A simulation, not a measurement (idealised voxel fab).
A process module follows: voxel transistor to metal.
The figure presents cross-section cut, which has a width of 295 nm and is divided into square cells with an edge length of 5 nm.
A cross-section in this document is a grid of square cells, and it is written down as bands, the top band listed before the ones below it; a band is made up of one or more rows of cells.
Look at the band entry: it leads with the top's height and the bottom's height in nm. Then it lists the materials left to right, with a width in nm for each. The word "everywhere" on a single material says that material fills the band edge to edge. The word "air" is empty space.
Heights from 0 (as-received wafer is one material below). Bottom band endless downward, as "from 0 down".
It should be noted that a width expressed as "30..40" varies in equal increments from row to row of cells within the band, taking the value of the first number at the top row and that of the second number at the bottom row.
Any step labelled "no change occurred" changed none of the cells in the cross-section.
This entry, "closed voids", enumerates those empty regions of no fewer than 8 cells that possess no open connection to the top. Each region is reported in the form width x height at distance, the distance being taken from the left edge, with all three quantities expressed in nm.
Where a step's line continues beyond its settings, the continuation is a remark by the simulator itself on that step.
Steps that use a mask can have "overlay nm" on their line. It says how far the mask sat to the right of where it was meant to be. Negative means to the left.
Before/after cross-section pairs, one process step each; after shown to lowest changed band; step and settings beneath. Pairs may be from different runs of this module on the same starting wafer; a pair continues from the one above only where its "Prior to processing" entry says so.
[Prior to processing]
* from 0 down = Si everywhere
* closed voids: none
[Cross-Section After Step]
* from 5 to 0 = SiO2 everywhere
* Below 0 it's all the same as before, nothing changed down there.
* closed voids: none
Which step turns the before cross-section above into the after cross-section? CONFORMAL_DEP, material SiO2, thk nm 5
Prior to processing: look at the pair above, its after cross-section is where this step starts.
[Cross-Section After Step]
* from 20 to 5 = SiN everywhere
* Below 5 it's all the same as before, nothing changed down there.
* closed voids: none
Which step turns the before cross-section above into the after cross-section? CONFORMAL_DEP, material SiN, thk nm 15
Prior to processing: look at the pair above, its after cross-section is where this step starts.
[Cross-Section After Step]
* from 35 to 20 = 25 nm air; 105 nm resist; 30 nm air; 105 nm resist; 30 nm air
* Below 20 it's all the same as before, nothing changed down there.
* closed voids: none
Which step turns the before cross-section above into the after cross-section? PATTERN, tone cover, mask id ACTIVE, material resist, width nm 105, pitch nm 135, thk nm 15, overlay nm 0
Prior to processing: look at the pair above, its after cross-section is where this step starts.
[Cross-Section After Step]
* from 35 to 20 = 25 nm air; 105 nm resist; 30 nm air; 105 nm resist; 30 nm air
* from 20 to 5 = 25 nm air; 105 nm SiN; 30 nm air; 105 nm SiN; 30 nm air
* Below 5 it's all the same as before, nothing changed down there.
* closed voids: none
Which step turns the before cross-section above into the after cross-section? DIRECTIONAL_ETCH, etch materials SiN, depth nm 15
Prior to processing: look at the pair above, its after cross-section is where this step starts.
[Cross-Section After Step]
* from 35 to 20 = 25 nm air; 105 nm resist; 30 nm air; 105 nm resist; 30 nm air
* from 20 to 5 = 25 nm air; 105 nm SiN; 30 nm air; 105 nm SiN; 30 nm air
* from 5 to 0 = 25 nm air; 105 nm SiO2; 30 nm air; 105 nm SiO2; 30 nm air
* Below 0 it's all the same as before, nothing changed down there.
* closed voids: none
Which step turns the before cross-section above into the after cross-section? DIRECTIONAL_ETCH, etch materials SiO2, depth nm 5
Prior to processing: look at the pair above, its after cross-section is where this step starts.
[Cross-Section After Step]
* from 35 to 20 = 25 nm air; 105 nm resist; 30 nm air; 105 nm resist; 30 nm air
* from 20 to 5 = 25 nm air; 105 nm SiN; 30 nm air; 105 nm SiN; 30 nm air
* from 5 to 0 = 25 nm air; 105 nm SiO2; 30 nm air; 105 nm SiO2; 30 nm air
* from 0 to -30 = 25 nm air; 105 nm Si; 30 nm air; 105 nm Si; 30 nm air
* Below -30 it's all the same as before, nothing changed down there.
* closed voids: none
Which step turns the before cross-section above into the after cross-section? DIRECTIONAL_ETCH, etch materials Si, depth nm 30
Prior to processing: look at the pair above, its after cross-section is where this step starts.
[Cross-Section After Step]
* from 20 to 5 = 25 nm air; 105 nm SiN; 30 nm air; 105 nm SiN; 30 nm air
* Below 5 it's all the same as before, nothing changed down there.
* closed voids: none
Which step turns the before cross-section above into the after cross-section? STRIP, etch materials resist
Prior to processing: look at the pair above, its after cross-section is where this step starts.
[Cross-Section After Step]
* from 20 to 5 = 25 nm air; 105 nm SiN; 30 nm air; 105 nm SiN; 30 nm air
* from 5 to 0 = 25 nm air; 105 nm SiO2; 30 nm air; 105 nm SiO2; 30 nm air
* from 0 to -30 = 25 nm air; 5 nm SiO2; 95 nm Si; 5 nm SiO2; 30 nm air; 5 nm SiO2; 95 nm Si; 5 nm SiO2; 30 nm air
* from -30 to -35 = 30 nm SiO2; 95 nm Si; 40 nm SiO2; 95 nm Si; 35 nm SiO2
* Below -35 it's all the same as before, nothing changed down there.
* closed voids: none
Which step turns the before cross-section above into the after cross-section? OXIDIZE, depth nm 5
Prior to processing: look at the pair above, its after cross-section is where this step starts.
[Cross-Section After Step]
* from 30 to 20 = SiO2 everywhere
* from 20 to 5 = 25 nm SiO2; 105 nm SiN; 30 nm SiO2; 105 nm SiN; 30 nm SiO2
* from 5 to 0 = SiO2 everywhere
* from 0 to -35 = 30 nm SiO2; 95 nm Si; 40 nm SiO2; 95 nm Si; 35 nm SiO2
* Below -35 it's all the same as before, nothing changed down there.
* closed voids: none
Which step turns the before cross-section above into the after cross-section? FILL_DEP, material SiO2, thk nm 10
Prior to processing: look at the pair above, its after cross-section is where this step starts.
[Cross-Section After Step]
* from 20 to 5 = 25 nm SiO2; 105 nm SiN; 30 nm SiO2; 105 nm SiN; 30 nm SiO2
* Below 5 it's all the same as before, nothing changed down there.
* closed voids: none
Which step turns the before cross-section above into the after cross-section? CMP, height nm 20
Prior to processing: look at the pair above, its after cross-section is where this step starts.
[Cross-Section After Step]
* from 20 to 5 = 25 nm air; 105 nm SiN; 30 nm air; 105 nm SiN; 30 nm air
* Below 5 it's all the same as before, nothing changed down there.
* closed voids: none
Which step turns the before cross-section above into the after cross-section? SELECTIVE_ETCH, etch materials SiO2, depth nm 15
Prior to processing: look at the pair above, its after cross-section is where this step starts.
[Cross-Section After Step]
* from 5 to 0 = SiO2 everywhere
* Below 0 it's all the same as before, nothing changed down there.
* closed voids: none
Which step turns the before cross-section above into the after cross-section? STRIP, etch materials SiN
Prior to processing: look at the pair above, its after cross-section is where this step starts.
[Cross-Section After Step]
* from 0 to -35 = 30 nm SiO2; 95 nm Si; 40 nm SiO2; 95 nm Si; 35 nm SiO2
* Below -35 it's all the same as before, nothing changed down there.
* closed voids: none
Which step turns the before cross-section above into the after cross-section? SELECTIVE_ETCH, etch materials SiO2, depth nm 5
Prior to processing: look at the pair above, its after cross-section is where this step starts.
[Cross-Section After Step]
* from 0 to -5 = SiO2 everywhere
* Below -5 it's all the same as before, nothing changed down there.
* closed voids: none
Which step turns the before cross-section above into the after cross-section? OXIDIZE, depth nm 5
Prior to processing: look at the pair above, its after cross-section is where this step starts.
[Cross-Section After Step]
* from 25 to 0 = polySi everywhere
* Below 0 it's all the same as before, nothing changed down there.
* closed voids: none
Which step turns the before cross-section above into the after cross-section? DIRECTIONAL_DEP, material polySi, thk nm 25
Prior to processing: look at the pair above, its after cross-section is where this step starts.
[Cross-Section After Step]
* from 35 to 25 = SiCN everywhere
* Below 25 it's all the same as before, nothing changed down there.
* closed voids: none
Which step turns the before cross-section above into the after cross-section? DIRECTIONAL_DEP, material SiCN, thk nm 10
Prior to processing: look at the pair above, its after cross-section is where this step starts.
[Cross-Section After Step]
* from 35 to 25 = 65 nm air; 25 nm SiCN; 110 nm air; 25 nm SiCN; 70 nm air
* Below 25 it's all the same as before, nothing changed down there.
* closed voids: none
Which step turns the before cross-section above into the after cross-section? MASKED_ETCH, tone cover, mask id GATE, width nm 25, pitch nm 135, etch materials SiCN, depth nm 20, overlay nm 0
Prior to processing: look at the pair above, its after cross-section is where this step starts.
[Cross-Section After Step]
* from 35 to 25 = 65 nm air; 25 nm SiCN; 110 nm air; 25 nm SiCN; 70 nm air
* from 25 to 0 = 65 nm air; 25 nm polySi; 110 nm air; 25 nm polySi; 70 nm air
* Below 0 it's all the same as before, nothing changed down there.
* closed voids: none
Which step turns the before cross-section above into the after cross-section? MASKED_ETCH, tone cover, mask id GATE, width nm 25, pitch nm 135, etch materials polySi, depth nm 35, overlay nm 0
Prior to processing: look at the pair above, its after cross-section is where this step starts.
[Cross-Section After Step]
* from 40 to 35 = 60 nm air; 35 nm SiO2; 100 nm air; 35 nm SiO2; 65 nm air
* from 35 to 25 = 60 nm air; 5 nm SiO2; 25 nm SiCN; 5 nm SiO2; 100 nm air; 5 nm SiO2; 25 nm SiCN; 5 nm SiO2; 65 nm air
* from 25 to 5 = 60 nm air; 5 nm SiO2; 25 nm polySi; 5 nm SiO2; 100 nm air; 5 nm SiO2; 25 nm polySi; 5 nm SiO2; 65 nm air
* from 5 to 0 = 65 nm SiO2; 25 nm polySi; 110 nm SiO2; 25 nm polySi; 70 nm SiO2
* Below 0 it's all the same as before, nothing changed down there.
* closed voids: none
Which step turns the before cross-section above into the after cross-section? CONFORMAL_DEP, material SiO2, thk nm 5
Prior to processing: look at the pair above, its after cross-section is where this step starts.
[Cross-Section After Step]
* from 35 to 25 = 60 nm air; 5 nm SiO2; 25 nm SiCN; 5 nm SiO2; 100 nm air; 5 nm SiO2; 25 nm SiCN; 5 nm SiO2; 65 nm air
* from 25 to 0 = 60 nm air; 5 nm SiO2; 25 nm polySi; 5 nm SiO2; 100 nm air; 5 nm SiO2; 25 nm polySi; 5 nm SiO2; 65 nm air
* Below 0 it's all the same as before, nothing changed down there.
* closed voids: none
Which step turns the before cross-section above into the after cross-section? DIRECTIONAL_ETCH, etch materials SiO2, depth nm 5
Prior to processing: look at the pair above, its after cross-section is where this step starts.
[Cross-Section After Step]
* from 45 to 35 = 50 nm air; 55 nm SiN; 80 nm air; 55 nm SiN; 55 nm air
* from 35 to 25 = 50 nm air; 10 nm SiN; 5 nm SiO2; 25 nm SiCN; 5 nm SiO2; 10 nm SiN; 80 nm air; 10 nm SiN; 5 nm SiO2; 25 nm SiCN; 5 nm SiO2; 10 nm SiN; 55 nm air
* from 25 to 10 = 50 nm air; 10 nm SiN; 5 nm SiO2; 25 nm polySi; 5 nm SiO2; 10 nm SiN; 80 nm air; 10 nm SiN; 5 nm SiO2; 25 nm polySi; 5 nm SiO2; 10 nm SiN; 55 nm air
* from 10 to 0 = 60 nm SiN; 5 nm SiO2; 25 nm polySi; 5 nm SiO2; 100 nm SiN; 5 nm SiO2; 25 nm polySi; 5 nm SiO2; 65 nm SiN
* Below 0 it's all the same as before, nothing changed down there.
* closed voids: none
Which step turns the before cross-section above into the after cross-section? CONFORMAL_DEP, material SiN, thk nm 10
Prior to processing: look at the pair above, its after cross-section is where this step starts.
[Cross-Section After Step]
* from 35 to 25 = 50 nm air; 10 nm SiN; 5 nm SiO2; 25 nm SiCN; 5 nm SiO2; 10 nm SiN; 80 nm air; 10 nm SiN; 5 nm SiO2; 25 nm SiCN; 5 nm SiO2; 10 nm SiN; 55 nm air
* from 25 to 0 = 50 nm air; 10 nm SiN; 5 nm SiO2; 25 nm polySi; 5 nm SiO2; 10 nm SiN; 80 nm air; 10 nm SiN; 5 nm SiO2; 25 nm polySi; 5 nm SiO2; 10 nm SiN; 55 nm air
* Below 0 it's all the same as before, nothing changed down there.
* closed voids: none
Which step turns the before cross-section above into the after cross-section? DIRECTIONAL_ETCH, etch materials SiN, depth nm 10
Prior to processing: look at the pair above, its after cross-section is where this step starts.
[Cross-Section After Step]
* from 35 to 30 = 50 nm air; 10 nm SiN; 5 nm air; 25 nm SiCN; 5 nm air; 10 nm SiN; 80 nm air; 10 nm SiN; 5 nm air; 25 nm SiCN; 5 nm air; 10 nm SiN; 55 nm air
* from 30 to 25 = 50 nm air; 10 nm SiN; 5 nm SiO2; 25 nm SiCN; 5 nm SiO2; 10 nm SiN; 80 nm air; 10 nm SiN; 5 nm SiO2; 25 nm SiCN; 5 nm SiO2; 10 nm SiN; 55 nm air
* from 25 to 0 = 50 nm air; 10 nm SiN; 5 nm SiO2; 25 nm polySi; 5 nm SiO2; 10 nm SiN; 80 nm air; 10 nm SiN; 5 nm SiO2; 25 nm polySi; 5 nm SiO2; 10 nm SiN; 55 nm air
* from 0 to -5 = 50 nm air; 55 nm SiO2; 80 nm air; 55 nm SiO2; 55 nm air
* Below -5 it's all the same as before, nothing changed down there.
* closed voids: none
Which step turns the before cross-section above into the after cross-section? DIRECTIONAL_ETCH, etch materials SiO2, depth nm 5
Prior to processing: look at the pair above, its after cross-section is where this step starts.
[Cross-Section After Step]
* from 35 to 30 = 50 nm air; 10 nm SiN; 5 nm air; 25 nm SiCN; 5 nm air; 10 nm SiN; 80 nm air; 10 nm SiN; 5 nm air; 25 nm SiCN; 5 nm air; 10 nm SiN; 55 nm air
* from 30 to 25 = 50 nm air; 10 nm SiN; 5 nm SiO2; 25 nm SiCN; 5 nm SiO2; 10 nm SiN; 80 nm air; 10 nm SiN; 5 nm SiO2; 25 nm SiCN; 5 nm SiO2; 10 nm SiN; 55 nm air
* from 25 to 0 = 50 nm air; 10 nm SiN; 5 nm SiO2; 25 nm polySi; 5 nm SiO2; 10 nm SiN; 80 nm air; 10 nm SiN; 5 nm SiO2; 25 nm polySi; 5 nm SiO2; 10 nm SiN; 55 nm air
* from 0 to -5 = 50 nm air; 55 nm SiO2; 80 nm air; 55 nm SiO2; 55 nm air
* from -5 to -20 = 30 nm SiO2; 20 nm air; 55 nm Si; 20 nm air; 40 nm SiO2; 20 nm air; 55 nm Si; 20 nm air; 35 nm SiO2
* Below -20 it's all the same as before, nothing changed down there.
* closed voids: none
Which step turns the before cross-section above into the after cross-section? DIRECTIONAL_ETCH, etch materials Si, depth nm 15
Prior to processing: look at the pair above, its after cross-section is where this step starts.
[Cross-Section After Step]
* from 35 to 30 = 50 nm air; 10 nm SiN; 5 nm air; 25 nm SiCN; 5 nm air; 10 nm SiN; 80 nm air; 10 nm SiN; 5 nm air; 25 nm SiCN; 5 nm air; 10 nm SiN; 55 nm air
* from 30 to 25 = 50 nm air; 10 nm SiN; 5 nm SiO2; 25 nm SiCN; 5 nm SiO2; 10 nm SiN; 80 nm air; 10 nm SiN; 5 nm SiO2; 25 nm SiCN; 5 nm SiO2; 10 nm SiN; 55 nm air
* from 25 to 10 = 50 nm air; 10 nm SiN; 5 nm SiO2; 25 nm polySi; 5 nm SiO2; 10 nm SiN; 80 nm air; 10 nm SiN; 5 nm SiO2; 25 nm polySi; 5 nm SiO2; 10 nm SiN; 55 nm air
* from 10 to 0 = 35 nm air; 15 nm nSi; 10 nm SiN; 5 nm SiO2; 25 nm polySi; 5 nm SiO2; 10 nm SiN; 15 nm nSi; 50 nm air; 15 nm nSi; 10 nm SiN; 5 nm SiO2; 25 nm polySi; 5 nm SiO2; 10 nm SiN; 15 nm nSi; 40 nm air
* from 0 to -5 = 35 nm air; 15 nm nSi; 55 nm SiO2; 15 nm nSi; 50 nm air; 15 nm nSi; 55 nm SiO2; 15 nm nSi; 40 nm air
* from -5 to -20 = 30 nm SiO2; 20 nm nSi; 55 nm Si; 20 nm nSi; 40 nm SiO2; 20 nm nSi; 55 nm Si; 20 nm nSi; 35 nm SiO2
* Below -20 it's all the same as before, nothing changed down there.
* closed voids: none
Which step turns the before cross-section above into the after cross-section? EPI, material nSi, thk nm 15
Prior to processing: look at the pair above, its after cross-section is where this step starts.
[Cross-Section After Step]
* from 45 to 35 = SiO2 everywhere
* from 35 to 25 = 50 nm SiO2; 10 nm SiN; 5 nm SiO2; 25 nm SiCN; 5 nm SiO2; 10 nm SiN; 80 nm SiO2; 10 nm SiN; 5 nm SiO2; 25 nm SiCN; 5 nm SiO2; 10 nm SiN; 55 nm SiO2
* from 25 to 10 = 50 nm SiO2; 10 nm SiN; 5 nm SiO2; 25 nm polySi; 5 nm SiO2; 10 nm SiN; 80 nm SiO2; 10 nm SiN; 5 nm SiO2; 25 nm polySi; 5 nm SiO2; 10 nm SiN; 55 nm SiO2
* from 10 to 0 = 35 nm SiO2; 15 nm nSi; 10 nm SiN; 5 nm SiO2; 25 nm polySi; 5 nm SiO2; 10 nm SiN; 15 nm nSi; 50 nm SiO2; 15 nm nSi; 10 nm SiN; 5 nm SiO2; 25 nm polySi; 5 nm SiO2; 10 nm SiN; 15 nm nSi; 40 nm SiO2
* from 0 to -5 = 35 nm SiO2; 15 nm nSi; 55 nm SiO2; 15 nm nSi; 50 nm SiO2; 15 nm nSi; 55 nm SiO2; 15 nm nSi; 40 nm SiO2
* Below -5 it's all the same as before, nothing changed down there.
* closed voids: none
Which step turns the before cross-section above into the after cross-section? FILL_DEP, material SiO2, thk nm 10
Prior to processing: look at the pair above, its after cross-section is where this step starts.
[Cross-Section After Step]
* from 35 to 25 = 50 nm SiO2; 10 nm SiN; 5 nm SiO2; 25 nm SiCN; 5 nm SiO2; 10 nm SiN; 80 nm SiO2; 10 nm SiN; 5 nm SiO2; 25 nm SiCN; 5 nm SiO2; 10 nm SiN; 55 nm SiO2
* Below 25 it's all the same as before, nothing changed down there.
* closed voids: none
Which step turns the before cross-section above into the after cross-section? CMP, height nm 35
Prior to processing: look at the pair above, its after cross-section is where this step starts.
[Cross-Section After Step]
* from 50 to 35 = SiO2 everywhere
* Below 35 it's all the same as before, nothing changed down there.
* closed voids: none
Which step turns the before cross-section above into the after cross-section? DIRECTIONAL_DEP, material SiO2, thk nm 15
Prior to processing: look at the pair above, its after cross-section is where this step starts.
[Cross-Section After Step]
* from 65 to 50 = aC everywhere
* Below 50 it's all the same as before, nothing changed down there.
* closed voids: none
Which step turns the before cross-section above into the after cross-section? DIRECTIONAL_DEP, material aC, thk nm 15
Prior to processing: look at the pair above, its after cross-section is where this step starts.
[Cross-Section After Step]
* from 95 to 65 = 30 nm resist; 30 nm air; 35 nm resist; 30 nm air; 40 nm resist; 30 nm air; 35 nm resist; 30 nm air; 35 nm resist
* Below 65 it's all the same as before, nothing changed down there.
* closed voids: none
Which step turns the before cross-section above into the after cross-section? PATTERN, tone open, mask id CONTACT, material resist, width nm 30, thk nm 30, overlay nm 0
Prior to processing: look at the pair above, its after cross-section is where this step starts.
[Cross-Section After Step]
* from 80 to 65 = 30 nm resist; 30 nm air; 35 nm resist; 30 nm air; 40 nm resist; 30 nm air; 35 nm resist; 30 nm air; 35 nm resist
* from 65 to 50 = 30 nm aC; 30 nm air; 35 nm aC; 30 nm air; 40 nm aC; 30 nm air; 35 nm aC; 30 nm air; 35 nm aC
* Below 50 it's all the same as before, nothing changed down there.
* closed voids: none
Which step turns the before cross-section above into the after cross-section? DIRECTIONAL_ETCH, etch materials aC, depth nm 15
Prior to processing: look at the pair above, its after cross-section is where this step starts.
[Cross-Section After Step]
* from 65 to 50 = 30 nm aC; 30 nm air; 35 nm aC; 30 nm air; 40 nm aC; 30 nm air; 35 nm aC; 30 nm air; 35 nm aC
* Below 50 it's all the same as before, nothing changed down there.
* closed voids: none
Which step turns the before cross-section above into the after cross-section? STRIP, etch materials resist
Prior to processing: look at the pair above, its after cross-section is where this step starts.
[Cross-Section After Step]
* from 65 to 50 = 30 nm aC; 30 nm air; 35 nm aC; 30 nm air; 40 nm aC; 30 nm air; 35 nm aC; 30 nm air; 35 nm aC
* from 50 to 35 = 30 nm SiO2; 30 nm air; 35 nm SiO2; 30 nm air; 40 nm SiO2; 30 nm air; 35 nm SiO2; 30 nm air; 35 nm SiO2
* from 35 to 25 = 30 nm SiO2; 20 nm air; 10 nm SiN; 5 nm SiO2; 25 nm SiCN; 5 nm SiO2; 10 nm SiN; 20 nm air; 40 nm SiO2; 20 nm air; 10 nm SiN; 5 nm SiO2; 25 nm SiCN; 5 nm SiO2; 10 nm SiN; 20 nm air; 35 nm SiO2
* from 25 to 10 = 30 nm SiO2; 20 nm air; 10 nm SiN; 5 nm SiO2; 25 nm polySi; 5 nm SiO2; 10 nm SiN; 20 nm air; 40 nm SiO2; 20 nm air; 10 nm SiN; 5 nm SiO2; 25 nm polySi; 5 nm SiO2; 10 nm SiN; 20 nm air; 35 nm SiO2
* from 10 to 0 = 30 nm SiO2; 5 nm air; 15 nm nSi; 10 nm SiN; 5 nm SiO2; 25 nm polySi; 5 nm SiO2; 10 nm SiN; 15 nm nSi; 5 nm air; 40 nm SiO2; 5 nm air; 15 nm nSi; 10 nm SiN; 5 nm SiO2; 25 nm polySi; 5 nm SiO2; 10 nm SiN; 15 nm nSi; 5 nm air; 35 nm SiO2
* from 0 to -5 = 30 nm SiO2; 5 nm air; 15 nm nSi; 55 nm SiO2; 15 nm nSi; 5 nm air; 40 nm SiO2; 5 nm air; 15 nm nSi; 55 nm SiO2; 15 nm nSi; 5 nm air; 35 nm SiO2
* Below -5 it's all the same as before, nothing changed down there.
* closed voids: none
Which step turns the before cross-section above into the after cross-section? DIRECTIONAL_ETCH, etch materials SiO2, depth nm 55
Prior to processing: look at the pair above, its after cross-section is where this step starts.
[Cross-Section After Step]
* from 50 to 35 = 30 nm SiO2; 30 nm air; 35 nm SiO2; 30 nm air; 40 nm SiO2; 30 nm air; 35 nm SiO2; 30 nm air; 35 nm SiO2
* Below 35 it's all the same as before, nothing changed down there.
* closed voids: none
Which step turns the before cross-section above into the after cross-section? STRIP, etch materials aC
Prior to processing: look at the pair above, its after cross-section is where this step starts.
[Cross-Section After Step]
* from 55 to 50 = 35 nm TiN; 20 nm air; 45 nm TiN; 20 nm air; 50 nm TiN; 20 nm air; 45 nm TiN; 20 nm air; 40 nm TiN
* from 50 to 40 = 30 nm SiO2; 5 nm TiN; 20 nm air; 5 nm TiN; 35 nm SiO2; 5 nm TiN; 20 nm air; 5 nm TiN; 40 nm SiO2; 5 nm TiN; 20 nm air; 5 nm TiN; 35 nm SiO2; 5 nm TiN; 20 nm air; 5 nm TiN; 35 nm SiO2
* from 40 to 35 = 30 nm SiO2; 5 nm TiN; 10 nm air; 15 nm TiN; 35 nm SiO2; 15 nm TiN; 10 nm air; 5 nm TiN; 40 nm SiO2; 5 nm TiN; 10 nm air; 15 nm TiN; 35 nm SiO2; 15 nm TiN; 10 nm air; 5 nm TiN; 35 nm SiO2
* from 35 to 25 = 30 nm SiO2; 5 nm TiN; 10 nm air; 5 nm TiN; 10 nm SiN; 5 nm SiO2; 25 nm SiCN; 5 nm SiO2; 10 nm SiN; 5 nm TiN; 10 nm air; 5 nm TiN; 40 nm SiO2; 5 nm TiN; 10 nm air; 5 nm TiN; 10 nm SiN; 5 nm SiO2; 25 nm SiCN; 5 nm SiO2; 10 nm SiN; 5 nm TiN; 10 nm air; 5 nm TiN; 35 nm SiO2
* from 25 to 15 = 30 nm SiO2; 5 nm TiN; 10 nm air; 5 nm TiN; 10 nm SiN; 5 nm SiO2; 25 nm polySi; 5 nm SiO2; 10 nm SiN; 5 nm TiN; 10 nm air; 5 nm TiN; 40 nm SiO2; 5 nm TiN; 10 nm air; 5 nm TiN; 10 nm SiN; 5 nm SiO2; 25 nm polySi; 5 nm SiO2; 10 nm SiN; 5 nm TiN; 10 nm air; 5 nm TiN; 35 nm SiO2
* from 15 to 10 = 30 nm SiO2; 20 nm TiN; 10 nm SiN; 5 nm SiO2; 25 nm polySi; 5 nm SiO2; 10 nm SiN; 20 nm TiN; 40 nm SiO2; 20 nm TiN; 10 nm SiN; 5 nm SiO2; 25 nm polySi; 5 nm SiO2; 10 nm SiN; 20 nm TiN; 35 nm SiO2
* from 10 to 0 = 30 nm SiO2; 5 nm TiN; 15 nm nSi; 10 nm SiN; 5 nm SiO2; 25 nm polySi; 5 nm SiO2; 10 nm SiN; 15 nm nSi; 5 nm TiN; 40 nm SiO2; 5 nm TiN; 15 nm nSi; 10 nm SiN; 5 nm SiO2; 25 nm polySi; 5 nm SiO2; 10 nm SiN; 15 nm nSi; 5 nm TiN; 35 nm SiO2
* from 0 to -5 = 30 nm SiO2; 5 nm TiN; 15 nm nSi; 55 nm SiO2; 15 nm nSi; 5 nm TiN; 40 nm SiO2; 5 nm TiN; 15 nm nSi; 55 nm SiO2; 15 nm nSi; 5 nm TiN; 35 nm SiO2
* Below -5 it's all the same as before, nothing changed down there.
* closed voids: none
Which step turns the before cross-section above into the after cross-section? CONFORMAL_DEP, material TiN, thk nm 5
Prior to processing: look at the pair above, its after cross-section is where this step starts.
[Cross-Section After Step]
* from 60 to 55 = W everywhere
* from 55 to 50 = 35 nm TiN; 20 nm W; 45 nm TiN; 20 nm W; 50 nm TiN; 20 nm W; 45 nm TiN; 20 nm W; 40 nm TiN
* from 50 to 40 = 30 nm SiO2; 5 nm TiN; 20 nm W; 5 nm TiN; 35 nm SiO2; 5 nm TiN; 20 nm W; 5 nm TiN; 40 nm SiO2; 5 nm TiN; 20 nm W; 5 nm TiN; 35 nm SiO2; 5 nm TiN; 20 nm W; 5 nm TiN; 35 nm SiO2
* from 40 to 35 = 30 nm SiO2; 5 nm TiN; 10 nm W; 15 nm TiN; 35 nm SiO2; 15 nm TiN; 10 nm W; 5 nm TiN; 40 nm SiO2; 5 nm TiN; 10 nm W; 15 nm TiN; 35 nm SiO2; 15 nm TiN; 10 nm W; 5 nm TiN; 35 nm SiO2
* from 35 to 25 = 30 nm SiO2; 5 nm TiN; 10 nm W; 5 nm TiN; 10 nm SiN; 5 nm SiO2; 25 nm SiCN; 5 nm SiO2; 10 nm SiN; 5 nm TiN; 10 nm W; 5 nm TiN; 40 nm SiO2; 5 nm TiN; 10 nm W; 5 nm TiN; 10 nm SiN; 5 nm SiO2; 25 nm SiCN; 5 nm SiO2; 10 nm SiN; 5 nm TiN; 10 nm W; 5 nm TiN; 35 nm SiO2
* from 25 to 15 = 30 nm SiO2; 5 nm TiN; 10 nm W; 5 nm TiN; 10 nm SiN; 5 nm SiO2; 25 nm polySi; 5 nm SiO2; 10 nm SiN; 5 nm TiN; 10 nm W; 5 nm TiN; 40 nm SiO2; 5 nm TiN; 10 nm W; 5 nm TiN; 10 nm SiN; 5 nm SiO2; 25 nm polySi; 5 nm SiO2; 10 nm SiN; 5 nm TiN; 10 nm W; 5 nm TiN; 35 nm SiO2
* Below 15 it's all the same as before, nothing changed down there.
* closed voids: none
Which step turns the before cross-section above into the after cross-section? FILL_DEP, material W, thk nm 5
Prior to processing: look at the pair above, its after cross-section is where this step starts.
[Cross-Section After Step]
* from 50 to 40 = 30 nm SiO2; 5 nm TiN; 20 nm W; 5 nm TiN; 35 nm SiO2; 5 nm TiN; 20 nm W; 5 nm TiN; 40 nm SiO2; 5 nm TiN; 20 nm W; 5 nm TiN; 35 nm SiO2; 5 nm TiN; 20 nm W; 5 nm TiN; 35 nm SiO2
* Below 40 it's all the same as before, nothing changed down there.
* closed voids: none
Which step turns the before cross-section above into the after cross-section? CMP, height nm 50
Prior to processing: look at the pair above, its after cross-section is where this step starts.
[Cross-Section After Step]
* from 55 to 50 = TiN everywhere
* Below 50 it's all the same as before, nothing changed down there.
* closed voids: none
Which step turns the before cross-section above into the after cross-section? DIRECTIONAL_DEP, material TiN, thk nm 5
Prior to processing: look at the pair above, its after cross-section is where this step starts.
[Cross-Section After Step]
* from 75 to 55 = Ru everywhere
* Below 55 it's all the same as before, nothing changed down there.
* closed voids: none
Which step turns the before cross-section above into the after cross-section? DIRECTIONAL_DEP, material Ru, thk nm 20
Prior to processing: look at the pair above, its after cross-section is where this step starts.
[Cross-Section After Step]
* from 95 to 75 = 30 nm air; 20 nm resist; 55 nm air; 20 nm resist; 40 nm air; 20 nm resist; 55 nm air; 20 nm resist; 35 nm air
* Below 75 it's all the same as before, nothing changed down there.
* closed voids: none
Which step turns the before cross-section above into the after cross-section? PATTERN, tone cover, mask id METAL_1, material resist, width nm 20, thk nm 20, overlay nm 0
Prior to processing: look at the pair above, its after cross-section is where this step starts.
[Cross-Section After Step]
* from 95 to 75 = 30 nm air; 20 nm resist; 55 nm air; 20 nm resist; 40 nm air; 20 nm resist; 55 nm air; 20 nm resist; 35 nm air
* from 75 to 55 = 30 nm air; 20 nm Ru; 55 nm air; 20 nm Ru; 40 nm air; 20 nm Ru; 55 nm air; 20 nm Ru; 35 nm air
* Below 55 it's all the same as before, nothing changed down there.
* closed voids: none
Which step turns the before cross-section above into the after cross-section? DIRECTIONAL_ETCH, etch materials Ru, depth nm 20
Prior to processing: look at the pair above, its after cross-section is where this step starts.
[Cross-Section After Step]
* from 95 to 75 = 30 nm air; 20 nm resist; 55 nm air; 20 nm resist; 40 nm air; 20 nm resist; 55 nm air; 20 nm resist; 35 nm air
* from 75 to 55 = 30 nm air; 20 nm Ru; 55 nm air; 20 nm Ru; 40 nm air; 20 nm Ru; 55 nm air; 20 nm Ru; 35 nm air
* from 55 to 50 = 30 nm air; 20 nm TiN; 55 nm air; 20 nm TiN; 40 nm air; 20 nm TiN; 55 nm air; 20 nm TiN; 35 nm air
* Below 50 it's all the same as before, nothing changed down there.
* closed voids: none
Which step turns the before cross-section above into the after cross-section? DIRECTIONAL_ETCH, etch materials TiN, depth nm 5
Prior to processing: look at the pair above, its after cross-section is where this step starts.
[Cross-Section After Step]
* from 75 to 55 = 30 nm air; 20 nm Ru; 55 nm air; 20 nm Ru; 40 nm air; 20 nm Ru; 55 nm air; 20 nm Ru; 35 nm air
* Below 55 it's all the same as before, nothing changed down there.
* closed voids: none
Which step turns the before cross-section above into the after cross-section? STRIP, etch materials resist
Prior to processing: look at the pair above, its after cross-section is where this step starts.
[Cross-Section After Step]
* from 80 to 75 = 25 nm air; 30 nm SiN; 45 nm air; 30 nm SiN; 30 nm air; 30 nm SiN; 45 nm air; 30 nm SiN; 30 nm air
* from 75 to 55 = 25 nm air; 5 nm SiN; 20 nm Ru; 5 nm SiN; 45 nm air; 5 nm SiN; 20 nm Ru; 5 nm SiN; 30 nm air; 5 nm SiN; 20 nm Ru; 5 nm SiN; 45 nm air; 5 nm SiN; 20 nm Ru; 5 nm SiN; 30 nm air
* from 55 to 50 = 30 nm SiN; 20 nm TiN; 55 nm SiN; 20 nm TiN; 40 nm SiN; 20 nm TiN; 55 nm SiN; 20 nm TiN; 35 nm SiN
* Below 50 it's all the same as before, nothing changed down there.
* closed voids: none
Which step turns the before cross-section above into the after cross-section? CONFORMAL_DEP, material SiN, thk nm 5
